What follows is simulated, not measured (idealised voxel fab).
This section sets out a process module, namely voxel self aligned vias.
Cross-section cut spans 210 nm and uses square cells 5 nm in size.
In this document a cross-section is written as a grid of square cells. It is given as a series of bands, listed from the top down, and a band is one or more rows of cells. Top height, bottom height, nm. Materials left to right, width each, nm. Single material + "throughout" = fills band edge to edge. "blank" = empty. Heads up on the height convention: 0 is the point under which the incoming wafer is all one material, and the lowest band has no bottom, it just keeps going down, like "0 -> down". The expression "30..40" gives the width at the extremes of the band, the first number at its top row of cells and the second at its bottom row, with the width changing by equal amounts from each row to the next in between. Reading "changes: none" for a step: not a cell of the cross-section changed in it. Under "Cavities, closed" you'll find the enclosed gaps, the ones with no way out to the top, that are 8 cells or bigger; each reads width x height at distance, with distance counted from the left edge, everything in nm. Read whatever lies past the settings on a step's line as the simulator's own remark about the step. What "overlay nm" on a step's line means: if the step has a mask, that mask lay this far to the right of its planned place, or, when the value is negative, to the left.
-- Process steps - plan
| 1 | RECEIVE | material Si |
| 2 | CONFORMAL_DEP | material SiO2 | thk nm 15 |
| 3 | CONFORMAL_DEP | material SiCN | thk nm 5 |
| 4 | DIRECTIONAL_DEP | material lowk | thk nm 25 |
| 5 | PATTERN | tone open | mask id LINES | material resist | width nm 25 | pitch nm 50 | thk nm 20 | overlay nm 0 |
| 6 | DIRECTIONAL_ETCH | etch materials lowk | depth nm 25 |
| 7 | STRIP | etch materials resist |
| 8 | CONFORMAL_DEP | material TiN | thk nm 5 |
| 9 | FILL_DEP | material Ru | thk nm 5 |
| 10 | CMP | height nm 45 |
| 11 | SELECTIVE_ETCH | etch materials W Ru TiN | depth nm 5 |
| 12 | FILL_DEP | material SiN | thk nm 10 |
| 13 | CMP | height nm 45 |
| 14 | DIRECTIONAL_DEP | material lowk | thk nm 15 |
| 15 | PATTERN | tone open | mask id VIAS | material resist | width nm 35 | pitch nm 100 | thk nm 20 | overlay nm 0 |
| 16 | DIRECTIONAL_ETCH | etch materials lowk | depth nm 15 |
| 17 | DIRECTIONAL_ETCH | etch materials SiN | depth nm 5 |
| 18 | STRIP | etch materials resist |
| 19 | CONFORMAL_DEP | material TiN | thk nm 5 |
| 20 | FILL_DEP | material Ru | thk nm 5 |
| 21 | CMP | height nm 60 |
| 22 | CONFORMAL_DEP | material SiN | thk nm 5 |
-- Cross-sectional view of the wafer in its as-received condition, corresponding to the state after step 1
  0 -> down | Si throughout
  Cavities, closed: none
-- The plan above was carried out on the starting structure above with one mistake, and this cross-section shows the wafer at the end of the module
  65 -> 60 | SiN throughout
  60 -> 50 | 25 of lowk / 5 of TiN / 25 of Ru / 5 of TiN / 65 of lowk / 5 of TiN / 25 of Ru / 5 of TiN / 50 of lowk
  50 -> 45 | 25 of lowk / 20 of TiN / 10 of Ru / 5 of TiN / 65 of lowk / 20 of TiN / 10 of Ru / 5 of TiN / 50 of lowk
  45 -> 40 | 40 of lowk / 20 of TiN / 5 of SiN / 25 of lowk / 25 of SiN / 25 of lowk / 20 of TiN / 5 of SiN / 45 of lowk
  40 -> 25 | 40 of lowk / 5 of TiN / 15 of Ru / 5 of TiN / 25 of lowk / 5 of TiN / 15 of Ru / 5 of TiN / 25 of lowk / 5 of TiN / 15 of Ru / 5 of TiN / 45 of lowk
  25 -> 20 | 40 of lowk / 25 of TiN / 25 of lowk / 25 of TiN / 25 of lowk / 25 of TiN / 45 of lowk
  20 -> 15 | SiCN throughout
  15 -> 0 | SiO2 throughout
  0 -> down | Si throughout
  Cavities, closed: none
Processing error: step 15: run off-plan, actual operation and settings PATTERN | tone open | mask id VIAS | material resist | width nm 35 | pitch nm 100 | thk nm 20 | overlay nm -10
